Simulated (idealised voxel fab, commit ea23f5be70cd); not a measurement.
The name of this process module is voxel air gaps.
Section cut is 300 nm wide and gridded with 5 nm square cells.
Format of a cross-section: grid, square cells. Given as bands. Order: top down. Band: one or more rows of cells.
What a band's entry tells you: where the top is and where the bottom is, as heights in nm, and after that what lies inside, material by material from left to right, each with its width in nm. Empty space is written as the word "empty", and a single material marked with the word "everywhere" occupies the band from edge to edge.
For the purposes of this specification, 0 denotes the height below which the wafer in its as-received condition is composed wholly of one material, and the lowermost band, lacking a lower limit, extends downward without end, as expressed in "top 0, no bottom".
You'd read "30..40" like this: the band's top row of cells is as wide as the first number, its bottom row is as wide as the second, and going down, every row changes width by the same amount as the row before did.
"remained unchanged" for a step: no cell of the cross-section changed in that step.
Heads up: "Enclosed cavities" only lists the empty pockets with no open path to the top that are 8 cells or more, and it writes them as width x height at distance, distance from the left edge, in nm.
Where a step's line continues beyond its settings, the continuation is a remark by the simulator itself on that step.
You can add "overlay nm" to a step's line. For a step with a mask, it describes how far the mask lay to the right of its planned position, and a negative number describes a lay to the left.
These are the steps we planned for the process:
step 1: RECEIVE [material Si]
step 2: CONFORMAL_DEP [material SiO2] [thk nm 10]
step 3: CONFORMAL_DEP [material SiCN] [thk nm 5]
step 4: DIRECTIONAL_DEP [material SiO2] [thk nm 40]
step 5: MASKED_ETCH [tone open] [mask id LINES] [width nm 25] [pitch nm 50] [etch materials SiO2] [depth nm 40] [overlay nm 0]
step 6: CONFORMAL_DEP [material TiN] [thk nm 5]
step 7: FILL_DEP [material Ru] [thk nm 10]
step 8: CMP [height nm 55]
step 9: EPI [material Ru] [thk nm 10]
step 10: SELECTIVE_ETCH [etch materials SiO2] [depth nm 50]
step 11: CONFORMAL_DEP [material SiCN] [thk nm 5]
Shown in cross-section is the wafer as received, that is, as it stands after step 1:
  top 0, no bottom = Si everywhere
  Enclosed cavities: none
This is how the wafer looks in cross-section once the module is done, given the starting state and plan above and one mistake in carrying the plan out:
  top 80, bottom 75 = empty: 60, then SiCN: 175, then empty: 65
  top 75, bottom 55 = empty: 60, then SiCN: 5, then Ru: 165, then SiCN: 5, then empty: 65
  top 55, bottom 50 = empty: 60, then SiCN: 25, then TiN: 5, then Ru: 15, then TiN: 5, then SiO2: 25, then TiN: 5, then Ru: 15, then TiN: 5, then SiO2: 25, then TiN: 5, then Ru: 15, then TiN: 5, then SiCN: 25, then empty: 65
  top 50, bottom 20 = empty: 80, then SiCN: 5, then TiN: 5, then Ru: 15, then TiN: 5, then SiO2: 25, then TiN: 5, then Ru: 15, then TiN: 5, then SiO2: 25, then TiN: 5, then Ru: 15, then TiN: 5, then SiCN: 5, then empty: 85
  top 20, bottom 15 = SiCN: 85, then TiN: 25, then SiO2: 25, then TiN: 25, then SiO2: 25, then TiN: 25, then SiCN: 90
  top 15, bottom 10 = SiCN everywhere
  top 10, bottom 0 = SiO2 everywhere
  top 0, no bottom = Si everywhere
  Enclosed cavities: none
Which mistake was made when the wafer was run? step 9, plan: ran twice
